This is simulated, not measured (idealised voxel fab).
The name of this process module is voxel self aligned contacts.
260 nm wide, 5 nm square cells: that's cross-section cut.
The cross-sections in this document take the form of a grid made of square cells. They are written out as bands, in order from top to bottom. Each band consists of one or more rows of cells. The entry gives the band's vertical extent as a top height and a bottom height in nm, then its horizontal make-up as materials from left to right, each with a width in nm. "empty" stands for empty space; a single material marked "edge to edge" fills the band edge to edge. Beneath 0, the wafer as received is one material, and that level is where height counting begins. The lowest band goes on downward without a bottom; it is written like "0 -> down". Width "30..40": first value at the band's top row of cells, second value at its bottom row, equal change from row to row. Step note "remained the same" = no cross-section cell changed. The label "Enclosed void inventory" introduces a list of the empty spaces, 8 cells or larger, that have no open way up to the top; each entry in it reads width x height at distance, where the distance is taken from the left edge and all three are stated in nm. Where a step's line continues beyond its settings, the continuation is a remark by the simulator itself on that step. overlay nm, on a step with a mask: how far to the right of its planned place the mask lay; to the left if negative.
### Planned process steps
1: RECEIVE, material Si
2: OXIDIZE, depth nm 5
3: DIRECTIONAL_DEP, material polySi, thk nm 30
4: DIRECTIONAL_DEP, material SiN, thk nm 15
5: MASKED_ETCH, tone cover, mask id GATE, width nm 35, pitch nm 70, etch materials SiN, depth nm 15, overlay nm 0
6: MASKED_ETCH, tone cover, mask id GATE, width nm 35, pitch nm 70, etch materials polySi, depth nm 30, overlay nm 0
7: CONFORMAL_DEP, material SiN, thk nm 5
8: DIRECTIONAL_ETCH, etch materials SiN, depth nm 5
9: FILL_DEP, material SiO2, thk nm 15
10: CMP, height nm 50
11: PATTERN, tone open, mask id CONTACT, material resist, width nm 45, pitch nm 70, thk nm 15, overlay nm 0
12: DIRECTIONAL_ETCH, etch materials SiO2, depth nm 55
13: STRIP, etch materials resist
14: CONFORMAL_DEP, material TiN, thk nm 5
15: FILL_DEP, material Ru, thk nm 10
16: CMP, height nm 50
17: CONFORMAL_DEP, material SiCN, thk nm 5
### Of two wafers, the first: run according to plan
### As received (post step 1): cross-section
- 0 -> down | Si edge to edge
- Enclosed void inventory: none
### Wafer after step 2 (cross-section)
- 0 -> -5 | SiO2 edge to edge
- Below -5, the layers are the same as they were.
### Wafer after step 3 (cross-section)
- 30 -> 0 | polySi edge to edge
- Below 0, the layers are the same as they were.
### Wafer after step 4 (cross-section)
- 45 -> 30 | SiN edge to edge
- Below 30, the layers are the same as they were.
### Wafer after step 5 (cross-section)
- 45 -> 30 | empty=40, SiN=35, empty=35, SiN=35, empty=35, SiN=35, empty=45
- Below 30, the layers are the same as they were.
### Wafer after step 6 (cross-section)
- 45 -> 30 | empty=40, SiN=35, empty=35, SiN=35, empty=35, SiN=35, empty=45
- 30 -> 0 | empty=40, polySi=35, empty=35, polySi=35, empty=35, polySi=35, empty=45
- Below 0, the layers are the same as they were.
### Wafer after step 7 (cross-section)
- 50 -> 30 | empty=35, SiN=45, empty=25, SiN=45, empty=25, SiN=45, empty=40
- 30 -> 5 | empty=35, SiN=5, polySi=35, SiN=5, empty=25, SiN=5, polySi=35, SiN=5, empty=25, SiN=5, polySi=35, SiN=5, empty=40
- 5 -> 0 | SiN=40, polySi=35, SiN=35, polySi=35, SiN=35, polySi=35, SiN=45
- Below 0, the layers are the same as they were.
### Wafer after step 8 (cross-section)
- 45 -> 30 | empty=35, SiN=45, empty=25, SiN=45, empty=25, SiN=45, empty=40
- 30 -> 0 | empty=35, SiN=5, polySi=35, SiN=5, empty=25, SiN=5, polySi=35, SiN=5, empty=25, SiN=5, polySi=35, SiN=5, empty=40
- Below 0, the layers are the same as they were.
### Wafer after step 9 (cross-section)
- 60 -> 45 | SiO2 edge to edge
- 45 -> 30 | SiO2=35, SiN=45, SiO2=25, SiN=45, SiO2=25, SiN=45, SiO2=40
- 30 -> 0 | SiO2=35, SiN=5, polySi=35, SiN=5, SiO2=25, SiN=5, polySi=35, SiN=5, SiO2=25, SiN=5, polySi=35, SiN=5, SiO2=40
- Below 0, the layers are the same as they were.
### Wafer after step 10 (cross-section)
- 50 -> 45 | SiO2 edge to edge
- Below 45, the layers are the same as they were.
### Wafer after step 11 (cross-section)
- 65 -> 50 | resist=70, empty=45, resist=25, empty=45, resist=75
- Below 50, the layers are the same as they were.
### Wafer after step 12 (cross-section)
- 65 -> 50 | resist=70, empty=45, resist=25, empty=45, resist=75
- 50 -> 45 | SiO2=70, empty=45, SiO2=25, empty=45, SiO2=75
- 45 -> 30 | SiO2=35, SiN=45, empty=25, SiN=45, empty=25, SiN=45, SiO2=40
- 30 -> 0 | SiO2=35, SiN=5, polySi=35, SiN=5, empty=25, SiN=5, polySi=35, SiN=5, empty=25, SiN=5, polySi=35, SiN=5, SiO2=40
- 0 -> -5 | SiO2=80, empty=25, SiO2=45, empty=25, SiO2=85
- Below -5, the layers are the same as they were.
### Wafer after step 13 (cross-section)
- 50 -> 45 | SiO2=70, empty=45, SiO2=25, empty=45, SiO2=75
- Below 45, the layers are the same as they were.
### Wafer after step 14 (cross-section)
- 55 -> 50 | TiN=75, empty=35, TiN=35, empty=35, TiN=80
- 50 -> 45 | SiO2=70, TiN=15, empty=15, TiN=15, SiO2=25, TiN=15, empty=15, TiN=15, SiO2=75
- 45 -> 30 | SiO2=35, SiN=45, TiN=5, empty=15, TiN=5, SiN=45, TiN=5, empty=15, TiN=5, SiN=45, SiO2=40
- 30 -> 0 | SiO2=35, SiN=5, polySi=35, SiN=5, TiN=5, empty=15, TiN=5, SiN=5, polySi=35, SiN=5, TiN=5, empty=15, TiN=5, SiN=5, polySi=35, SiN=5, SiO2=40
- 0 -> -5 | SiO2=80, TiN=25, SiO2=45, TiN=25, SiO2=85
- Below -5, the layers are the same as they were.
### Wafer after step 15 (cross-section)
- 65 -> 55 | Ru edge to edge
- 55 -> 50 | TiN=75, Ru=35, TiN=35, Ru=35, TiN=80
- 50 -> 45 | SiO2=70, TiN=15, Ru=15, TiN=15, SiO2=25, TiN=15, Ru=15, TiN=15, SiO2=75
- 45 -> 30 | SiO2=35, SiN=45, TiN=5, Ru=15, TiN=5, SiN=45, TiN=5, Ru=15, TiN=5, SiN=45, SiO2=40
- 30 -> 0 | SiO2=35, SiN=5, polySi=35, SiN=5, TiN=5, Ru=15, TiN=5, SiN=5, polySi=35, SiN=5, TiN=5, Ru=15, TiN=5, SiN=5, polySi=35, SiN=5, SiO2=40
- Below 0, the layers are the same as they were.
### Wafer after step 16 (cross-section)
- 50 -> 45 | SiO2=70, TiN=15, Ru=15, TiN=15, SiO2=25, TiN=15, Ru=15, TiN=15, SiO2=75
- Below 45, the layers are the same as they were.
### Wafer after step 17 (cross-section)
- 55 -> 50 | SiCN edge to edge
- Below 50, the layers are the same as they were.
### Wafer two of two - same starting point, same process plan, one mistake in execution; matches wafer one up to and including step 4
### The second wafer cut through, at the time step 5 was supposed to be finished
- 45 -> 30 | SiN=40, empty=35, SiN=35, empty=35, SiN=35, empty=35, SiN=45
- Below 30, the layers are the same as they were.
The second wafer cut through, at the time step 6 was supposed to be finished: remained the same
### The second wafer cut through, at the time step 7 was supposed to be finished
- 50 -> 35 | SiN=45, empty=25, SiN=45, empty=25, SiN=45, empty=25, SiN=50
- 35 -> 30 | SiN edge to edge
- Below 30, the layers are the same as they were.
### The second wafer cut through, at the time step 8 was supposed to be finished
- 45 -> 30 | SiN=45, empty=25, SiN=45, empty=25, SiN=45, empty=25, SiN=50
- Below 30, the layers are the same as they were.
### The second wafer cut through, at the time step 9 was supposed to be finished
- 60 -> 45 | SiO2 edge to edge
- 45 -> 30 | SiN=45, SiO2=25, SiN=45, SiO2=25, SiN=45, SiO2=25, SiN=50
- Below 30, the layers are the same as they were.
### The second wafer cut through, at the time step 10 was supposed to be finished
- 50 -> 45 | SiO2 edge to edge
- Below 45, the layers are the same as they were.
### The second wafer cut through, at the time step 11 was supposed to be finished
- 65 -> 50 | resist=70, empty=45, resist=25, empty=45, resist=75
- Below 50, the layers are the same as they were.
### The second wafer cut through, at the time step 12 was supposed to be finished
- 65 -> 50 | resist=70, empty=45, resist=25, empty=45, resist=75
- 50 -> 45 | SiO2=70, empty=45, SiO2=25, empty=45, SiO2=75
- Below 45, the layers are the same as they were.
### The second wafer cut through, at the time step 13 was supposed to be finished
- 50 -> 45 | SiO2=70, empty=45, SiO2=25, empty=45, SiO2=75
- Below 45, the layers are the same as they were.
### The second wafer cut through, at the time step 14 was supposed to be finished
- 55 -> 50 | TiN=75, empty=35, TiN=35, empty=35, TiN=80
- 50 -> 45 | SiO2=70, TiN=45, SiO2=25, TiN=45, SiO2=75
- Below 45, the layers are the same as they were.
### The second wafer cut through, at the time step 15 was supposed to be finished
- 65 -> 55 | Ru edge to edge
- 55 -> 50 | TiN=75, Ru=35, TiN=35, Ru=35, TiN=80
- Below 50, the layers are the same as they were.
### The second wafer cut through, at the time step 16 was supposed to be finished
- 50 -> 45 | SiO2=70, TiN=45, SiO2=25, TiN=45, SiO2=75
- Below 45, the layers are the same as they were.
### The second wafer cut through, at the time step 17 was supposed to be finished
- 55 -> 50 | SiCN edge to edge
- Below 50, the layers are the same as they were.
What was done differently from what was planned? heads up, step 5 didn't go per plan, it actually ran as MASKED_ETCH, tone open, mask id GATE, width nm 35, pitch nm 70, etch materials SiN, depth nm 15, overlay nm 0
Heads up, by the end the second wafer has more or fewer cells of some materials compared to the first: Ru: 60 fewer, SiN: 6 fewer, SiO2: 80 fewer, TiN: 40 fewer, polySi: 186 more
